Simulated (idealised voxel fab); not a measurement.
process module | voxel wiring stack
cross-section cut | 235 nm wide | cells 5 nm
A cross-section is a grid of square cells, given in bands from the top down. A band is one or more rows of cells.
Each band's line starts with the height of the band's top and of its bottom, in nm. Then come its materials from left to right, each with its width in nm. One material with "throughout" fills the band from edge to edge. "air" is empty space.
Height 0 is the level under which the wafer as received is all one material. The lowest band goes on downwards, as in "0 down".
A width such as "30 to 40" changes by the same amount from each row of cells to the next, from the band's top row to its bottom row.
"no change" after a step means that no cell of the cross-section changed.
closed voids: empty space of 8 cells or more with no open way to the top, each as width x height at its distance from the left edge, in nm
after a step's settings: what the simulator itself notes on the step
overlay nm, on a step with a mask: how far to the right of its planned place the mask lay; to the left if negative
plan
1 op RECEIVE | material Si
2 op CONFORMAL_DEP | material SiO2 | thk nm 15
3 op DIRECTIONAL_DEP | material TiN | thk nm 5
4 op DIRECTIONAL_DEP | material W | thk nm 20
5 op DIRECTIONAL_DEP | material aC | thk nm 15
6 op PATTERN | tone cover | mask id METAL_1 | material resist | width nm 30 | pitch nm 60 | thk nm 30 | overlay nm 0
7 op DIRECTIONAL_ETCH | etch materials aC | depth nm 15
8 op STRIP | etch materials resist
9 op DIRECTIONAL_ETCH | etch materials W | depth nm 20
10 op DIRECTIONAL_ETCH | etch materials TiN | depth nm 5
11 op STRIP | etch materials aC
12 op CONFORMAL_DEP | material SiCN | thk nm 5
13 op FILL_DEP | material lowk | thk nm 10
14 op CMP | height nm 40
15 op CONFORMAL_DEP | material SiCN | thk nm 5
16 op DIRECTIONAL_DEP | material SiO2 | thk nm 20
17 op MASKED_ETCH | tone open | mask id PLUG_1 | width nm 15 | pitch nm 120 | etch materials SiO2 | depth nm 20 | overlay nm 0
18 op MASKED_ETCH | tone open | mask id PLUG_1 | width nm 15 | pitch nm 120 | etch materials SiCN | depth nm 5 | overlay nm 0
19 op CONFORMAL_DEP | material TiN | thk nm 5
20 op FILL_DEP | material W | thk nm 5
21 op CMP | height nm 65
22 op CONFORMAL_DEP | material SiCN | thk nm 5
23 op DIRECTIONAL_DEP | material SiO2 | thk nm 15
24 op PATTERN | tone open | mask id METAL_2 | material resist | width nm 30 | pitch nm 60 | thk nm 20 | overlay nm 0
25 op DIRECTIONAL_ETCH | etch materials SiO2 | depth nm 15
26 op DIRECTIONAL_ETCH | etch materials SiCN | depth nm 5
27 op STRIP | etch materials resist
28 op CONFORMAL_DEP | material TiN | thk nm 5
29 op FILL_DEP | material W | thk nm 5
30 op CMP | height nm 85
31 op CONFORMAL_DEP | material SiCN | thk nm 5
32 op DIRECTIONAL_DEP | material SiO2 | thk nm 10
33 op MASKED_ETCH | tone open | mask id PLUG_2 | width nm 15 | pitch nm 60 | etch materials SiO2 | depth nm 10 | overlay nm 0
34 op MASKED_ETCH | tone open | mask id PLUG_2 | width nm 15 | pitch nm 60 | etch materials SiCN | depth nm 5 | overlay nm 0
35 op CONFORMAL_DEP | material TiN | thk nm 5
36 op FILL_DEP | material W | thk nm 5
37 op CMP | height nm 100
38 op DIRECTIONAL_DEP | material TiN | thk nm 5
39 op DIRECTIONAL_DEP | material Ru | thk nm 25
40 op MASKED_ETCH | tone cover | mask id METAL_3 | width nm 30 | pitch nm 60 | etch materials Ru | depth nm 25 | overlay nm 0
41 op MASKED_ETCH | tone cover | mask id METAL_3 | width nm 30 | pitch nm 60 | etch materials TiN | depth nm 5 | overlay nm 0
42 op CONFORMAL_DEP | material SiN | thk nm 5
43 op FILL_DEP | material lowk | thk nm 5
44 op CMP | height nm 130
45 op CONFORMAL_DEP | material SiCN | thk nm 5
first wafer, as planned
as received, after step 1
  0 down: Si throughout
  closed voids: none
after step 2
  15 to 0: SiO2 throughout
  below 0: unchanged
after step 3
  20 to 15: TiN throughout
  below 15: unchanged
after step 4
  40 to 20: W throughout
  below 20: unchanged
after step 5
  55 to 40: aC throughout
  below 40: unchanged
after step 6
  85 to 55: air 40 | resist 30 | air 30 | resist 30 | air 30 | resist 30 | air 45
  below 55: unchanged
after step 7
  70 to 55: air 40 | resist 30 | air 30 | resist 30 | air 30 | resist 30 | air 45
  55 to 40: air 40 | aC 30 | air 30 | aC 30 | air 30 | aC 30 | air 45
  below 40: unchanged
after step 8
  55 to 40: air 40 | aC 30 | air 30 | aC 30 | air 30 | aC 30 | air 45
  below 40: unchanged
after step 9
  55 to 40: air 40 | aC 30 | air 30 | aC 30 | air 30 | aC 30 | air 45
  40 to 20: air 40 | W 30 | air 30 | W 30 | air 30 | W 30 | air 45
  below 20: unchanged
after step 10
  55 to 40: air 40 | aC 30 | air 30 | aC 30 | air 30 | aC 30 | air 45
  40 to 20: air 40 | W 30 | air 30 | W 30 | air 30 | W 30 | air 45
  20 to 15: air 40 | TiN 30 | air 30 | TiN 30 | air 30 | TiN 30 | air 45
  below 15: unchanged
after step 11
  40 to 20: air 40 | W 30 | air 30 | W 30 | air 30 | W 30 | air 45
  below 20: unchanged
after step 12
  45 to 40: air 35 | SiCN 40 | air 20 | SiCN 40 | air 20 | SiCN 40 | air 40
  40 to 20: air 35 | SiCN 5 | W 30 | SiCN 5 | air 20 | SiCN 5 | W 30 | SiCN 5 | air 20 | SiCN 5 | W 30 | SiCN 5 | air 40
  20 to 15: SiCN 40 | TiN 30 | SiCN 30 | TiN 30 | SiCN 30 | TiN 30 | SiCN 45
  below 15: unchanged
after step 13
  55 to 45: lowk throughout
  45 to 40: lowk 35 | SiCN 40 | lowk 20 | SiCN 40 | lowk 20 | SiCN 40 | lowk 40
  40 to 20: lowk 35 | SiCN 5 | W 30 | SiCN 5 | lowk 20 | SiCN 5 | W 30 | SiCN 5 | lowk 20 | SiCN 5 | W 30 | SiCN 5 | lowk 40
  below 20: unchanged
after step 14
  40 to 20: lowk 35 | SiCN 5 | W 30 | SiCN 5 | lowk 20 | SiCN 5 | W 30 | SiCN 5 | lowk 20 | SiCN 5 | W 30 | SiCN 5 | lowk 40
  below 20: unchanged
after step 15
  45 to 40: SiCN throughout
  below 40: unchanged
after step 16
  65 to 45: SiO2 throughout
  below 45: unchanged
after step 17
  65 to 45: SiO2 40 | air 15 | SiO2 105 | air 15 | SiO2 60
  below 45: unchanged
after step 18
  65 to 45: SiO2 40 | air 15 | SiO2 105 | air 15 | SiO2 60
  45 to 40: SiCN 40 | air 15 | SiCN 105 | air 15 | SiCN 60
  below 40: unchanged
after step 19
  70 to 65: TiN 45 | air 5 | TiN 115 | air 5 | TiN 65
  65 to 45: SiO2 40 | TiN 5 | air 5 | TiN 5 | SiO2 105 | TiN 5 | air 5 | TiN 5 | SiO2 60
  45 to 40: SiCN 40 | TiN 15 | SiCN 105 | TiN 15 | SiCN 60
  below 40: unchanged
after step 20
  75 to 70: W throughout
  70 to 65: TiN 45 | W 5 | TiN 115 | W 5 | TiN 65
  65 to 45: SiO2 40 | TiN 5 | W 5 | TiN 5 | SiO2 105 | TiN 5 | W 5 | TiN 5 | SiO2 60
  below 45: unchanged
after step 21
  65 to 45: SiO2 40 | TiN 5 | W 5 | TiN 5 | SiO2 105 | TiN 5 | W 5 | TiN 5 | SiO2 60
  below 45: unchanged
after step 22
  70 to 65: SiCN throughout
  below 65: unchanged
after step 23
  85 to 70: SiO2 throughout
  below 70: unchanged
after step 24
  105 to 85: resist 40 | air 30 | resist 30 | air 30 | resist 30 | air 30 | resist 45
  below 85: unchanged
after step 25
  105 to 85: resist 40 | air 30 | resist 30 | air 30 | resist 30 | air 30 | resist 45
  85 to 70: SiO2 40 | air 30 | SiO2 30 | air 30 | SiO2 30 | air 30 | SiO2 45
  below 70: unchanged
after step 26
  105 to 85: resist 40 | air 30 | resist 30 | air 30 | resist 30 | air 30 | resist 45
  85 to 70: SiO2 40 | air 30 | SiO2 30 | air 30 | SiO2 30 | air 30 | SiO2 45
  70 to 65: SiCN 40 | air 30 | SiCN 30 | air 30 | SiCN 30 | air 30 | SiCN 45
  below 65: unchanged
after step 27
  85 to 70: SiO2 40 | air 30 | SiO2 30 | air 30 | SiO2 30 | air 30 | SiO2 45
  below 70: unchanged
after step 28
  90 to 85: TiN 45 | air 20 | TiN 40 | air 20 | TiN 40 | air 20 | TiN 50
  85 to 70: SiO2 40 | TiN 5 | air 20 | TiN 5 | SiO2 30 | TiN 5 | air 20 | TiN 5 | SiO2 30 | TiN 5 | air 20 | TiN 5 | SiO2 45
  70 to 65: SiCN 40 | TiN 30 | SiCN 30 | TiN 30 | SiCN 30 | TiN 30 | SiCN 45
  below 65: unchanged
after step 29
  95 to 90: W throughout
  90 to 85: TiN 45 | W 20 | TiN 40 | W 20 | TiN 40 | W 20 | TiN 50
  85 to 70: SiO2 40 | TiN 5 | W 20 | TiN 5 | SiO2 30 | TiN 5 | W 20 | TiN 5 | SiO2 30 | TiN 5 | W 20 | TiN 5 | SiO2 45
  below 70: unchanged
after step 30
  85 to 70: SiO2 40 | TiN 5 | W 20 | TiN 5 | SiO2 30 | TiN 5 | W 20 | TiN 5 | SiO2 30 | TiN 5 | W 20 | TiN 5 | SiO2 45
  below 70: unchanged
after step 31
  90 to 85: SiCN throughout
  below 85: unchanged
after step 32
  100 to 90: SiO2 throughout
  below 90: unchanged
after step 33
  100 to 90: SiO2 40 | air 15 | SiO2 45 | air 15 | SiO2 45 | air 15 | SiO2 60
  below 90: unchanged
after step 34
  100 to 90: SiO2 40 | air 15 | SiO2 45 | air 15 | SiO2 45 | air 15 | SiO2 60
  90 to 85: SiCN 40 | air 15 | SiCN 45 | air 15 | SiCN 45 | air 15 | SiCN 60
  below 85: unchanged
after step 35
  105 to 100: TiN 45 | air 5 | TiN 55 | air 5 | TiN 55 | air 5 | TiN 65
  100 to 90: SiO2 40 | TiN 5 | air 5 | TiN 5 | SiO2 45 | TiN 5 | air 5 | TiN 5 | SiO2 45 | TiN 5 | air 5 | TiN 5 | SiO2 60
  90 to 85: SiCN 40 | TiN 15 | SiCN 45 | TiN 15 | SiCN 45 | TiN 15 | SiCN 60
  below 85: unchanged
after step 36
  110 to 105: W throughout
  105 to 100: TiN 45 | W 5 | TiN 55 | W 5 | TiN 55 | W 5 | TiN 65
  100 to 90: SiO2 40 | TiN 5 | W 5 | TiN 5 | SiO2 45 | TiN 5 | W 5 | TiN 5 | SiO2 45 | TiN 5 | W 5 | TiN 5 | SiO2 60
  below 90: unchanged
after step 37
  100 to 90: SiO2 40 | TiN 5 | W 5 | TiN 5 | SiO2 45 | TiN 5 | W 5 | TiN 5 | SiO2 45 | TiN 5 | W 5 | TiN 5 | SiO2 60
  below 90: unchanged
after step 38
  105 to 100: TiN throughout
  below 100: unchanged
after step 39
  130 to 105: Ru throughout
  below 105: unchanged
after step 40
  130 to 105: air 40 | Ru 30 | air 30 | Ru 30 | air 30 | Ru 30 | air 45
  below 105: unchanged
after step 41
  130 to 105: air 40 | Ru 30 | air 30 | Ru 30 | air 30 | Ru 30 | air 45
  105 to 100: air 40 | TiN 30 | air 30 | TiN 30 | air 30 | TiN 30 | air 45
  below 100: unchanged
after step 42
  135 to 130: air 35 | SiN 40 | air 20 | SiN 40 | air 20 | SiN 40 | air 40
  130 to 105: air 35 | SiN 5 | Ru 30 | SiN 5 | air 20 | SiN 5 | Ru 30 | SiN 5 | air 20 | SiN 5 | Ru 30 | SiN 5 | air 40
  105 to 100: SiN 40 | TiN 30 | SiN 30 | TiN 30 | SiN 30 | TiN 30 | SiN 45
  below 100: unchanged
after step 43
  140 to 135: lowk throughout
  135 to 130: lowk 35 | SiN 40 | lowk 20 | SiN 40 | lowk 20 | SiN 40 | lowk 40
  130 to 105: lowk 35 | SiN 5 | Ru 30 | SiN 5 | lowk 20 | SiN 5 | Ru 30 | SiN 5 | lowk 20 | SiN 5 | Ru 30 | SiN 5 | lowk 40
  below 105: unchanged
after step 44
  130 to 105: lowk 35 | SiN 5 | Ru 30 | SiN 5 | lowk 20 | SiN 5 | Ru 30 | SiN 5 | lowk 20 | SiN 5 | Ru 30 | SiN 5 | lowk 40
  below 105: unchanged
after step 45
  135 to 130: SiCN throughout
  below 130: unchanged
second wafer: like start, like plan, one mistake. Through step 37 it matches the first wafer
when step 38 should have ended
  125 to 100: Ru throughout
  below 100: unchanged
when step 39 should have ended
  130 to 125: TiN throughout
  below 125: unchanged
when step 40 should have ended: no change
when step 41 should have ended
  130 to 125: air 40 | TiN 30 | air 30 | TiN 30 | air 30 | TiN 30 | air 45
  below 125: unchanged
when step 42 should have ended
  135 to 130: air 35 | SiN 40 | air 20 | SiN 40 | air 20 | SiN 40 | air 40
  130 to 125: SiN 40 | TiN 30 | SiN 30 | TiN 30 | SiN 30 | TiN 30 | SiN 45
  below 125: unchanged
when step 43 should have ended
  140 to 135: lowk throughout
  135 to 130: lowk 35 | SiN 40 | lowk 20 | SiN 40 | lowk 20 | SiN 40 | lowk 40
  below 130: unchanged
when step 44 should have ended
  130 to 125: SiN 40 | TiN 30 | SiN 30 | TiN 30 | SiN 30 | TiN 30 | SiN 45
  below 125: unchanged
when step 45 should have ended
  135 to 130: SiCN throughout
  below 130: unchanged
what went wrong: steps 38 and 39 were swapped
at the end the second wafer has, in cells: 145 more of Ru | 30 fewer of SiN | 115 fewer of lowk
